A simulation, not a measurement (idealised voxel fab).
process module | voxel ribs on slabs
cross-section cut | 205 nm wide | cells 5 nm
A cross-section is a grid of square cells, given in bands from the top down. A band is one or more rows of cells.
Each band's line starts with the height of the band's top and of its bottom, in nm. Then come its materials from left to right, each with its width in nm. One material with "throughout" fills the band from edge to edge. "air" is empty space.
Height 0 is the level under which the wafer as received is all one material. The lowest band goes on downwards, as in "0 down".
A width such as "30 to 40" changes by the same amount from each row of cells to the next, from the band's top row to its bottom row.
"no change" after a step means that no cell of the cross-section changed.
closed voids: empty space of 8 cells or more with no open way to the top, each as width x height at its distance from the left edge, in nm
after a step's settings: what the simulator itself notes on the step
overlay nm, on a step with a mask: how far to the right of its planned place the mask lay; to the left if negative
plan
1 op RECEIVE | material Si
2 op DIRECTIONAL_DEP | material SiO2 | thk nm 30
3 op DIRECTIONAL_DEP | material polySi | thk nm 25
4 op MASKED_ETCH | tone cover | mask id RIB | width nm 30 | etch materials polySi | depth nm 5 | overlay nm 0
5 op DIRECTIONAL_DEP | material aC | thk nm 15
6 op PATTERN | tone cover | mask id SLAB | material resist | width nm 70 | thk nm 35 | overlay nm 0
7 op DIRECTIONAL_ETCH | etch materials aC | depth nm 15
8 op STRIP | etch materials resist
9 op DIRECTIONAL_ETCH | etch materials polySi | depth nm 20
10 op STRIP | etch materials aC
11 op FILL_DEP | material SiO2 | thk nm 25
12 op CMP | height nm 70
13 op DIRECTIONAL_DEP | material W | thk nm 10
14 op MASKED_ETCH | tone cover | mask id HEATER | width nm 40 | etch materials W | depth nm 10 | overlay nm 0
15 op CONFORMAL_DEP | material SiN | thk nm 5
first wafer, as planned
as received, after step 1
  0 down: Si throughout
  closed voids: none
after step 2
  30 to 0: SiO2 throughout
  below 0: unchanged
after step 3
  55 to 30: polySi throughout
  below 30: unchanged
after step 4
  55 to 50: air 85 | polySi 30 | air 90
  below 50: unchanged
after step 5
  70 to 65: air 85 | aC 30 | air 90
  65 to 55: aC throughout
  55 to 50: aC 85 | polySi 30 | aC 90
  below 50: unchanged
after step 6
  105 to 70: air 65 | resist 70 | air 70
  70 to 65: air 65 | resist 20 | aC 30 | resist 20 | air 70
  below 65: unchanged
after step 7
  90 to 70: air 65 | resist 70 | air 70
  70 to 65: air 65 | resist 20 | aC 30 | resist 20 | air 70
  65 to 55: air 65 | aC 70 | air 70
  55 to 50: air 65 | aC 20 | polySi 30 | aC 20 | air 70
  below 50: unchanged
after step 8
  70 to 65: air 85 | aC 30 | air 90
  below 65: unchanged
after step 9
  70 to 65: air 85 | aC 30 | air 90
  65 to 55: air 65 | aC 70 | air 70
  55 to 50: air 65 | aC 20 | polySi 30 | aC 20 | air 70
  50 to 30: air 65 | polySi 70 | air 70
  below 30: unchanged
after step 10
  55 to 50: air 85 | polySi 30 | air 90
  below 50: unchanged
after step 11
  80 to 55: SiO2 throughout
  55 to 50: SiO2 85 | polySi 30 | SiO2 90
  50 to 30: SiO2 65 | polySi 70 | SiO2 70
  below 30: unchanged
after step 12
  70 to 55: SiO2 throughout
  below 55: unchanged
after step 13
  80 to 70: W throughout
  below 70: unchanged
after step 14
  80 to 70: air 80 | W 40 | air 85
  below 70: unchanged
after step 15
  85 to 80: air 75 | SiN 50 | air 80
  80 to 75: air 75 | SiN 5 | W 40 | SiN 5 | air 80
  75 to 70: SiN 80 | W 40 | SiN 85
  below 70: unchanged
second wafer: like start, like plan, one mistake. Through step 13 it matches the first wafer
when step 14 should have ended
  80 to 70: air 85 | W 40 | air 80
  below 70: unchanged
when step 15 should have ended
  85 to 80: air 80 | SiN 50 | air 75
  80 to 75: air 80 | SiN 5 | W 40 | SiN 5 | air 75
  75 to 70: SiN 85 | W 40 | SiN 80
  below 70: unchanged
what went wrong: step 14 ran as: op MASKED_ETCH | tone cover | mask id HEATER | width nm 40 | etch materials W | depth nm 10 | overlay nm 5
at the end the second wafer has, in cells: as many of each material as the first, in other places
